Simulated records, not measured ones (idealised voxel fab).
The process module that follows is named voxel ribs on slabs.
Cross-sectional view cut (width: 235 nm; square cell size: 5 nm).
Square cells in a grid make up a cross-section in this document, and the grid is given as bands, listed from the top down, each one or more rows of cells. The band entry comprises the height of the band's top followed by the height of its bottom, expressed in nm, and subsequently the band's materials from left to right, each stated together with its width in nm. Where a single material is marked with the word "throughout", that material fills the band from edge to edge. The word "air" represents empty space. We count height from 0. Below that, the starting wafer is all one material. The lowest band never ends at the bottom but goes on down; see "0 and below" for how that is written. Think of "30 to 40" as a width that walks from the first number to the second as you go down the band, top row to bottom row, taking equal-sized steps from row to row. "everything unchanged", as given for a step, is the statement that not any cell of the cross-section underwent a change during that step. Each empty space that has no open way to the top and spans at least 8 cells appears under "Closed void roster" as width x height at distance, the distance counted from the left edge, all in nm. after a step's settings: what the simulator itself notes on the step. If you see "overlay nm" on a step's line and that step has a mask, it's telling you how far right of where it was planned the mask ended up; a negative number means it went left instead.

PROCESS STEPS - PLAN
1) RECEIVE [material Si]
2) DIRECTIONAL_DEP [material SiO2] [thk nm 30]
3) DIRECTIONAL_DEP [material SiN] [thk nm 20]
4) PATTERN [tone cover] [mask id RIB] [material resist] [width nm 25] [thk nm 20] [overlay nm 0]
5) DIRECTIONAL_ETCH [etch materials SiN] [depth nm 15]
6) STRIP [etch materials resist]
7) DIRECTIONAL_DEP [material aC] [thk nm 15]
8) PATTERN [tone cover] [mask id SLAB] [material resist] [width nm 65] [thk nm 35] [overlay nm 0]
9) DIRECTIONAL_ETCH [etch materials aC] [depth nm 15]
10) STRIP [etch materials resist]
11) DIRECTIONAL_ETCH [etch materials SiN] [depth nm 5]
12) STRIP [etch materials aC]
13) FILL_DEP [material SiO2] [thk nm 25]
14) CMP [height nm 65]
15) DIRECTIONAL_DEP [material W] [thk nm 5]
16) MASKED_ETCH [tone cover] [mask id HEATER] [width nm 35] [etch materials W] [depth nm 5] [overlay nm 0]
17) CONFORMAL_DEP [material SiO2] [thk nm 5]

THIS IS THE CROSS-SECTION OF THE WAFER AS WE RECEIVED IT, I.E. AFTER STEP 1
* 0 and below | Si throughout
* Closed void roster: none

WAFER AT MODULE END, IN SECTION. BEGAN AS ABOVE, PLANNED AS ABOVE, RUN WITH ONE MISTAKE
* 75 down to 70 | air: 95; SiO2: 45; air: 95
* 70 down to 65 | SiO2: 100; W: 35; SiO2: 100
* 65 down to 45 | SiO2 throughout
* 45 down to 35 | SiO2: 105; SiN: 25; SiO2: 105
* 35 down to 30 | SiO2: 85; SiN: 65; SiO2: 85
* 30 down to 0 | SiO2 throughout
* 0 and below | Si throughout
* Closed void roster: none
Where did the run depart from the plan? steps 6 and 7: order swapped relative to plan
